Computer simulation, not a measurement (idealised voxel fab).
The following process module bears the name voxel transistor to metal.
We display cut, a cross-section 180 nm in width whose square cells are each 5 nm.
A cross-section in this document is a grid of square cells, and it is written down as bands, the top band listed before the ones below it; a band is made up of one or more rows of cells. Top, bottom (nm), then materials left to right with widths (nm); lone material tagged "throughout" fills the whole band edge to edge; "empty" = empty space. Heights from 0 (as-received wafer is one material below). Bottom band endless downward, as "0..down". Width spec "30..40" -> top row of cells at first value, bottom row at second value, equal per-row change in between. Where the words "no alteration" appear for a step, the cross-section shows no cell changed by that step; every cell remained as before. Closed cavity list: empty space of 8 cells or more with no open way to the top, each as width x height at its distance from the left edge, in nm. On a step's line, text after the settings is the simulator commenting on that step. overlay nm: right-of-plan distance of the mask on a masked step; negative values mean left-of-plan.

THE PLANNED PROCESS STEPS ARE ENUMERATED HEREUNDER
1 RECEIVE [material Si]
2 OXIDIZE [depth nm 5]
3 CONFORMAL_DEP [material SiN] [thk nm 15]
4 PATTERN [tone cover] [mask id ACTIVE] [material resist] [width nm 115] [thk nm 15] [overlay nm 0]
5 DIRECTIONAL_ETCH [etch materials SiN] [depth nm 15]
6 DIRECTIONAL_ETCH [etch materials SiO2] [depth nm 5]
7 DIRECTIONAL_ETCH [etch materials Si] [depth nm 25]
8 STRIP [etch materials resist]
9 OXIDIZE [depth nm 5]
10 FILL_DEP [material SiO2] [thk nm 15]
11 CMP [height nm 15]
12 SELECTIVE_ETCH [etch materials SiO2] [depth nm 10]
13 STRIP [etch materials SiN]
14 SELECTIVE_ETCH [etch materials SiO2] [depth nm 5]
15 OXIDIZE [depth nm 5]
16 DIRECTIONAL_DEP [material polySi] [thk nm 30]
17 DIRECTIONAL_DEP [material SiCN] [thk nm 10]
18 PATTERN [tone cover] [mask id GATE] [material resist] [width nm 25] [thk nm 15] [overlay nm 0]
19 DIRECTIONAL_ETCH [etch materials SiCN] [depth nm 20]
20 DIRECTIONAL_ETCH [etch materials polySi] [depth nm 40]
21 STRIP [etch materials resist]
22 CONFORMAL_DEP [material SiN] [thk nm 5]
23 DIRECTIONAL_ETCH [etch materials SiN] [depth nm 5]
24 DIRECTIONAL_ETCH [etch materials SiO2] [depth nm 5]
25 DIRECTIONAL_ETCH [etch materials Si] [depth nm 5]
26 EPI [material nSi] [thk nm 10]
27 FILL_DEP [material SiO2] [thk nm 10]
28 CMP [height nm 25]
29 STRIP [etch materials polySi]
30 SELECTIVE_ETCH [etch materials SiO2] [depth nm 5]
31 CONFORMAL_DEP [material HfO2] [thk nm 5]
32 CONFORMAL_DEP [material TiN] [thk nm 5]
33 FILL_DEP [material W] [thk nm 5]
34 CMP [height nm 20]
35 DIRECTIONAL_DEP [material SiO2] [thk nm 15]
36 DIRECTIONAL_DEP [material aC] [thk nm 15]
37 PATTERN [tone open] [mask id CONTACT] [material resist] [width nm 20] [pitch nm 85] [thk nm 30] [overlay nm 0]
38 DIRECTIONAL_ETCH [etch materials aC] [depth nm 15]
39 STRIP [etch materials resist]
40 DIRECTIONAL_ETCH [etch materials SiO2] [depth nm 45]
41 STRIP [etch materials aC]
42 CONFORMAL_DEP [material TiN] [thk nm 5]
43 FILL_DEP [material Ru] [thk nm 5]
44 CMP [height nm 35]
45 CONFORMAL_DEP [material SiCN] [thk nm 5]
46 DIRECTIONAL_DEP [material lowk] [thk nm 20]
47 DIRECTIONAL_DEP [material aC] [thk nm 15]
48 PATTERN [tone open] [mask id METAL_1] [material resist] [width nm 20] [pitch nm 85] [thk nm 35] [overlay nm 0]
49 DIRECTIONAL_ETCH [etch materials aC] [depth nm 15]
50 STRIP [etch materials resist]
51 DIRECTIONAL_ETCH [etch materials lowk] [depth nm 20]
52 DIRECTIONAL_ETCH [etch materials SiCN] [depth nm 5]
53 STRIP [etch materials aC]
54 CONFORMAL_DEP [material TiN] [thk nm 5]
55 FILL_DEP [material Ru] [thk nm 10]
56 CMP [height nm 60]
57 CONFORMAL_DEP [material SiCN] [thk nm 5]
58 DIRECTIONAL_DEP [material SiO2] [thk nm 30]
59 MASKED_ETCH [tone open] [mask id METAL_2_HOLES] [width nm 15] [pitch nm 85] [etch materials SiO2] [depth nm 30] [overlay nm 0]
60 DIRECTIONAL_DEP [material aC] [thk nm 10]
61 PATTERN [tone open] [mask id METAL_2] [material resist] [width nm 20] [pitch nm 85] [thk nm 30] [overlay nm 0]
62 DIRECTIONAL_ETCH [etch materials aC] [depth nm 10]
63 STRIP [etch materials resist]
64 DIRECTIONAL_ETCH [etch materials SiO2] [depth nm 15]
65 DIRECTIONAL_ETCH [etch materials SiCN] [depth nm 5]
66 STRIP [etch materials aC]
67 CONFORMAL_DEP [material TiN] [thk nm 5]
68 FILL_DEP [material Cu] [thk nm 10]
69 CMP [height nm 95]
70 CONFORMAL_DEP [material SiCN] [thk nm 5]
The wafers are alike at the start. At step 25, their depth nm differs. The plan lists the first wafer's value.

SO THIS IS THE FIRST OF SEVERAL WAFERS, CROSS-SECTIONED AS IT CAME TO US, MEANING IT'S AT THE END OF STEP 1
  0..down: Si throughout
  Closed cavity list: none

FIRST OF SEVERAL WAFERS IN CROSS-SECTION AT MODULE END, FOLLOWING THE FINAL STEP, STEP 70
  100..95: SiCN throughout
  95..85: 35 of SiO2  5 of TiN  10 of Cu  5 of TiN  65 of SiO2  5 of TiN  10 of Cu  5 of TiN  40 of SiO2
  85..80: 35 of SiO2  5 of TiN  5 of Cu  10 of TiN  65 of SiO2  5 of TiN  5 of Cu  10 of TiN  40 of SiO2
  80..65: 35 of SiO2  5 of TiN  5 of Cu  5 of TiN  70 of SiO2  5 of TiN  5 of Cu  5 of TiN  45 of SiO2
  65..60: 35 of SiCN  15 of TiN  70 of SiCN  15 of TiN  45 of SiCN
  60..40: 35 of lowk  5 of TiN  10 of Ru  5 of TiN  65 of lowk  5 of TiN  10 of Ru  5 of TiN  40 of lowk
  40..35: 35 of SiCN  20 of TiN  65 of SiCN  20 of TiN  40 of SiCN
  35..20: 35 of SiO2  5 of TiN  10 of Ru  5 of TiN  65 of SiO2  5 of TiN  10 of Ru  5 of TiN  40 of SiO2
  20..0: 35 of SiO2  5 of TiN  10 of Ru  5 of TiN  15 of SiO2  5 of SiN  5 of HfO2  5 of TiN  5 of W  5 of TiN  5 of HfO2  5 of SiN  15 of SiO2  5 of TiN  10 of Ru  5 of TiN  40 of SiO2
  0..-5: 25 of SiO2  5 of SiN  5 of SiO2  20 of TiN  5 of SiO2  10 of nSi  5 of SiN  5 of HfO2  15 of TiN  5 of HfO2  5 of SiN  10 of nSi  5 of SiO2  20 of TiN  5 of SiO2  5 of SiN  30 of SiO2
  -5..-10: 30 of SiO2  40 of nSi  35 of HfO2  40 of nSi  35 of SiO2
  -10..-15: 35 of SiO2  35 of nSi  35 of Si  35 of nSi  40 of SiO2
  -15..-35: 35 of SiO2  105 of Si  40 of SiO2
  -35..down: Si throughout
  Closed cavity list: none

MODULE END, FINAL WAFER: CROSS-SECTION
  100..95: SiCN throughout
  95..85: 35 of SiO2  5 of TiN  10 of Cu  5 of TiN  65 of SiO2  5 of TiN  10 of Cu  5 of TiN  40 of SiO2
  85..80: 35 of SiO2  5 of TiN  5 of Cu  10 of TiN  65 of SiO2  5 of TiN  5 of Cu  10 of TiN  40 of SiO2
  80..65: 35 of SiO2  5 of TiN  5 of Cu  5 of TiN  70 of SiO2  5 of TiN  5 of Cu  5 of TiN  45 of SiO2
  65..60: 35 of SiCN  15 of TiN  70 of SiCN  15 of TiN  45 of SiCN
  60..40: 35 of lowk  5 of TiN  10 of Ru  5 of TiN  65 of lowk  5 of TiN  10 of Ru  5 of TiN  40 of lowk
  40..35: 35 of SiCN  20 of TiN  65 of SiCN  20 of TiN  40 of SiCN
  35..20: 35 of SiO2  5 of TiN  10 of Ru  5 of TiN  65 of SiO2  5 of TiN  10 of Ru  5 of TiN  40 of SiO2
  20..0: 35 of SiO2  5 of TiN  10 of Ru  5 of TiN  15 of SiO2  5 of SiN  5 of HfO2  5 of TiN  5 of W  5 of TiN  5 of HfO2  5 of SiN  15 of SiO2  5 of TiN  10 of Ru  5 of TiN  40 of SiO2
  0..-5: 25 of SiO2  5 of SiN  5 of SiO2  5 of TiN  10 of Ru  5 of TiN  5 of SiO2  10 of nSi  5 of SiN  5 of HfO2  15 of TiN  5 of HfO2  5 of SiN  10 of nSi  5 of SiO2  5 of TiN  10 of Ru  5 of TiN  5 of SiO2  5 of SiN  30 of SiO2
  -5..-10: 35 of SiO2  20 of TiN  5 of SiO2  10 of nSi  35 of HfO2  10 of nSi  5 of SiO2  20 of TiN  40 of SiO2
  -10..-25: 60 of SiO2  10 of nSi  35 of Si  10 of nSi  65 of SiO2
  -25..-35: 35 of SiO2  35 of nSi  35 of Si  35 of nSi  40 of SiO2
  -35..down: Si throughout
  Closed cavity list: none

NOTE: THE FOLLOWING TABLE IS ARRANGED BY WAFER, A ROW APIECE. EACH ROW REPORTS THE END-OF-MODULE STATE: PER MATERIAL, CELLS GAINED (+) OR CELLS LOST (-) COMPARED WITH THE WAFER AS RECEIVED; CLOSED VOIDS FOLLOW
depth nm 5, +16 Cu, +17 HfO2, +44 Ru, -161 Si, +94 SiCN, +12 SiN, +445 SiO2, +103 TiN, +4 W, +112 lowk, +34 nSi, Closed cavity list: none
depth nm 10, +16 Cu, +17 HfO2, +48 Ru, -175 Si, +94 SiCN, +12 SiN, +449 SiO2, +107 TiN, +4 W, +112 lowk, +36 nSi, Closed cavity list: none
depth nm 15, +16 Cu, +17 HfO2, +48 Ru, -189 Si, +94 SiCN, +12 SiN, +459 SiO2, +107 TiN, +4 W, +112 lowk, +40 nSi, Closed cavity list: none
depth nm 20, +16 Cu, +17 HfO2, +48 Ru, -203 Si, +94 SiCN, +12 SiN, +469 SiO2, +107 TiN, +4 W, +112 lowk, +44 nSi, Closed cavity list: none
depth nm 25, +16 Cu, +17 HfO2, +48 Ru, -217 Si, +94 SiCN, +12 SiN, +479 SiO2, +107 TiN, +4 W, +112 lowk, +48 nSi, Closed cavity list: none
